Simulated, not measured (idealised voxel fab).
Process module heading - voxel spacer lines
Cross-section cut spans 200 nm and uses square cells 5 nm in size.
Cross-section format: a grid of square cells, given as bands from top to bottom; each band is one or more rows of cells. Top height, bottom height, nm. Materials left to right, width each, nm. Single material + "everywhere" = fills band edge to edge. "air" = empty. Zero point of the height axis is 0; under it, received wafer = one material. Lowest band: continues down indefinitely, "0 -> down". You'd read "30->40" like this: the band's top row of cells is as wide as the first number, its bottom row is as wide as the second, and going down, every row changes width by the same amount as the row before did. When a step is marked "no change occurred", none of the cells in the cross-section changed during that step. "Enclosed empty spaces": sealed empty spaces, 8 cells or more, no open way to top, listed width x height at distance, with distance from the left edge and width, height and distance in nm. Heads up: the bit after the settings on a step's line is the simulator's remark on that step. The optional step-line setting "overlay nm" applies to steps with a mask and quantifies how far to the right of its planned location the mask lay, a negative value indicating leftward placement.
THIS SECTION LISTS THE PROCESS STEPS THAT WERE PLANNED
step 1: RECEIVE: material Si
step 2: CONFORMAL_DEP: material Al2O3, thk nm 5
step 3: DIRECTIONAL_DEP: material SiN, thk nm 15
step 4: DIRECTIONAL_DEP: material polySi, thk nm 30
step 5: PATTERN: tone cover, mask id MANDREL, material resist, width nm 25, pitch nm 70, thk nm 40, overlay nm 0
step 6: DIRECTIONAL_ETCH: etch materials polySi, depth nm 30
step 7: STRIP: etch materials resist
step 8: CONFORMAL_DEP: material SiO2, thk nm 10
step 9: DIRECTIONAL_ETCH: etch materials SiO2, depth nm 10
step 10: STRIP: etch materials polySi
step 11: DIRECTIONAL_ETCH: etch materials SiN, depth nm 15
step 12: STRIP: etch materials SiO2
AS RECEIVED (POST STEP 1): CROSS-SECTION
* 0 -> down: Si everywhere
* Enclosed empty spaces: none
CROSS-SECTION: FIRST OF TWO WAFERS, MODULE FINISHED, RUN ACCORDING TO PLAN
* 20 -> 5: air: 5; SiN: 10; air: 25; SiN: 10; air: 25; SiN: 10; air: 25; SiN: 10; air: 25; SiN: 10; air: 25; SiN: 10; air: 10
* 5 -> 0: Al2O3 everywhere
* 0 -> down: Si everywhere
* Enclosed empty spaces: none
SECOND WAFER AT THE END: LIKE START, LIKE PLAN, ONE MISTAKE
* 20 -> 5: air: 10; SiN: 10; air: 25; SiN: 10; air: 25; SiN: 10; air: 25; SiN: 10; air: 25; SiN: 10; air: 25; SiN: 10; air: 5
* 5 -> 0: Al2O3 everywhere
* 0 -> down: Si everywhere
* Enclosed empty spaces: none
The plan and the run diverged here: in deviation from the planned setting, step 5 was conducted as PATTERN: tone cover, mask id MANDREL, material resist, width nm 25, pitch nm 70, thk nm 40, overlay nm 5
Both wafers, final: cells per material equal; arrangement not.
